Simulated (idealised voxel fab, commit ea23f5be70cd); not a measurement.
Presented below is a process module, voxel double patterning.
The cross-section shown here is cut; it is 160 nm wide and divided into square cells measuring 5 nm on a side.
Just so we're on the same page, the cross-sections are grids of square cells, and they're listed out in bands top to bottom, each band one or more rows deep. Band: top and bottom heights (nm) first, top before bottom; then materials from left to right, widths in nm. "edge to edge" marks a sole material filling the band edge to edge. "air" denotes empty space. Ref level 0: as-received wafer is one material below here. Bottom band extends down with no lower bound ("0 -> down"). Width spec "30->40" -> top row of cells at first value, bottom row at second value, equal per-row change in between. The cross-section has no changed cell in any step marked "everything unchanged". Look at "Tabulated closed voids" for the closed voids: empty spaces with no open path to the top, sized 8 cells or up. Each is width x height at distance, distance from the left edge, all nm. Whatever follows a step's settings on its line is a remark the simulator itself makes about that step. "overlay nm" on a masked step: distance the mask lay right of its planned place, negative for left.
Planned process steps
| 1 | RECEIVE | material Si |
| 2 | CONFORMAL_DEP | material SiO2 | thk nm 10 |
| 3 | DIRECTIONAL_DEP | material polySi | thk nm 15 |
| 4 | DIRECTIONAL_DEP | material SiN | thk nm 10 |
| 5 | PATTERN | tone open | mask id FIRST | material resist | width nm 15 | pitch nm 50 | thk nm 20 | overlay nm 0 |
| 6 | DIRECTIONAL_ETCH | etch materials SiN | depth nm 10 |
| 7 | STRIP | etch materials resist |
| 8 | MASKED_ETCH | tone open | mask id SECOND | width nm 15 | pitch nm 50 | etch materials SiN | depth nm 10 | overlay nm 0 |
| 9 | DIRECTIONAL_ETCH | etch materials polySi | depth nm 15 |
| 10 | STRIP | etch materials SiN |
The value of width nm given for step 5 in the plan refers to the first wafer; the wafers vary in this setting and are alike at the start.
So this is the first of several wafers, cross-sectioned as it came to us, meaning it's at the end of step 1
* 0 -> down  Si edge to edge
* Tabulated closed voids: none
Note: the following table is arranged by wafer, a row apiece. Each row reports the end-of-module state: per material, cells gained (+) or cells lost (-) compared with the wafer as received; closed voids follow
width nm 15, +64 SiO2, +51 polySi, Tabulated closed voids: none
width nm 20, +64 SiO2, +42 polySi, Tabulated closed voids: none
width nm 25, +64 SiO2, +33 polySi, Tabulated closed voids: none
width nm 30, +64 SiO2, +24 polySi, Tabulated closed voids: none
